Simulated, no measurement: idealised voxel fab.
process module | voxel fin reveal
cross-section cut | 190 nm wide | cells 5 nm
A cross-section is a grid of square cells, given in bands from the top down. A band is one or more rows of cells.
Each band's line starts with the height of the band's top and of its bottom, in nm. Then come its materials from left to right, each with its width in nm. One material with "throughout" fills the band from edge to edge. "air" is empty space.
Height 0 is the level under which the wafer as received is all one material. The lowest band goes on downwards, as in "0 down".
A width such as "30 to 40" changes by the same amount from each row of cells to the next, from the band's top row to its bottom row.
"no change" after a step means that no cell of the cross-section changed.
closed voids: empty space of 8 cells or more with no open way to the top, each as width x height at its distance from the left edge, in nm
after a step's settings: what the simulator itself notes on the step
overlay nm, on a step with a mask: how far to the right of its planned place the mask lay; to the left if negative
plan
1 op RECEIVE | material Si
2 op CONFORMAL_DEP | material SiN | thk nm 5
3 op MASKED_ETCH | tone cover | mask id FINS | width nm 15 | pitch nm 45 | etch materials SiN | depth nm 5 | overlay nm 0
4 op MASKED_ETCH | tone cover | mask id FINS | width nm 15 | pitch nm 45 | etch materials Si | depth nm 40 | overlay nm 0
5 op FILL_DEP | material SiO2 | thk nm 15
6 op CMP | height nm 5
7 op SELECTIVE_ETCH | etch materials SiO2 | depth nm 35
8 op STRIP | etch materials SiN
varied across the wafers: width nm of step 4. The plan shows the first wafer's value. All wafers start alike
first wafer as received, after step 1
  0 down: Si throughout
  closed voids: none
first wafer at the end, after step 8
  0 to -30: air 65 | Si 15 | air 30 | Si 15 | air 65
  -30 to -40: SiO2 65 | Si 15 | SiO2 30 | Si 15 | SiO2 65
  -40 down: Si throughout
  closed voids: none
last wafer at the end
  0 to -30: air 60 | Si 30 | air 15 | Si 30 | air 55
  -30 to -40: SiO2 60 | Si 30 | SiO2 15 | Si 30 | SiO2 55
  -40 down: Si throughout
  closed voids: none
each wafer at the end: cells of each material gained (+) or lost (-) since it was received, then its closed voids
width nm 15 | -256 Si | +64 SiO2 | closed voids: none
width nm 20 | -240 Si | +60 SiO2 | closed voids: none
width nm 25 | -224 Si | +56 SiO2 | closed voids: none
width nm 30 | -208 Si | +52 SiO2 | closed voids: none
